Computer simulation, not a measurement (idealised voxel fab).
The following is a process module called voxel self aligned contacts.
Each square cell in cross-section cut measures 5 nm, and the section as a whole is 270 nm wide.
Cross-section layout: square cells on a grid; listed as bands, top to bottom; a band spans one or more cell rows. Top height, bottom height, nm. Materials left to right, width each, nm. Single material + "everywhere" = fills band edge to edge. "empty" = empty. Height reference: 0 = level under which incoming wafer is all one material. Lowest band: no bottom, runs on downward, e.g. "0..down". The two numbers in a width such as "30 to 40" mark its ends across the band: the first belongs to the top row of cells, the second to the bottom row, and from each row to the next the width moves by the same amount. Where the words "nothing was modified" appear for a step, the cross-section shows no cell changed by that step; every cell remained as before. "Enclosed void catalog" lists enclosed empty spaces (at least 8 cells, no open path upward to the top), each as width x height at distance from the left edge, in nm. Whatever follows a step's settings on its line is a remark the simulator itself makes about that step. overlay nm: mask right of planned place by this much (step with mask). Neg. = left.
## This section lists the process steps that were planned
1 RECEIVE (material Si)
2 OXIDIZE (depth nm 5)
3 DIRECTIONAL_DEP (material polySi; thk nm 20)
4 DIRECTIONAL_DEP (material SiN; thk nm 25)
5 PATTERN (tone cover; mask id GATE; material resist; width nm 35; pitch nm 75; thk nm 15; overlay nm 0)
6 DIRECTIONAL_ETCH (etch materials SiN; depth nm 25)
7 DIRECTIONAL_ETCH (etch materials polySi; depth nm 20)
8 STRIP (etch materials resist)
9 CONFORMAL_DEP (material SiN; thk nm 10)
10 DIRECTIONAL_ETCH (etch materials SiN; depth nm 10)
11 FILL_DEP (material SiO2; thk nm 20)
12 CMP (height nm 55)
13 MASKED_ETCH (tone open; mask id CONTACT; width nm 50; etch materials SiO2; depth nm 60; overlay nm 0)
14 CONFORMAL_DEP (material TiN; thk nm 5)
15 FILL_DEP (material Ru; thk nm 5)
16 CMP (height nm 55)
17 CONFORMAL_DEP (material SiCN; thk nm 5)
## As-received wafer cross-section (after step 1)
0..down: Si everywhere
Enclosed void catalog: none
## Cross-sectional image of the first of two wafers at the end of the module, the run having proceeded as planned
60..55: SiCN everywhere
55..45: SiO2 110  TiN 5 to 20  Ru 40 to 10  TiN 5 to 20  SiO2 110
45..20: SiO2 70  SiN 55  TiN 5  Ru 10  TiN 5  SiN 55  SiO2 70
20..0: SiO2 70  SiN 10  polySi 35  SiN 10  TiN 5  Ru 10  TiN 5  SiN 10  polySi 35  SiN 10  SiO2 70
0..-5: SiO2 125  TiN 20  SiO2 125
-5..down: Si everywhere
Enclosed void catalog: none
## What the second wafer looks like in cross-section once the module is done. Its start and its plan matched the first wafer's exactly; what differed was one mistake in how it was run
60..55: SiCN everywhere
55..40: SiO2 110  TiN 5  Ru 40  TiN 5  SiO2 110
40..35: SiO2 110  TiN 10  Ru 30  TiN 10  SiO2 110
35..20: SiO2 80  SiN 35  TiN 5  Ru 30  TiN 5  SiN 35  SiO2 80
20..0: SiO2 80  polySi 35  TiN 5  Ru 30  TiN 5  polySi 35  SiO2 80
0..-5: SiO2 115  TiN 40  SiO2 115
-5..down: Si everywhere
Enclosed void catalog: none
The mistake made against the process plan was this: step 9 was left out
Final difference in cells, second wafer against first, listed per material as more or fewer: +44 Ru; -100 SiN; +56 SiO2
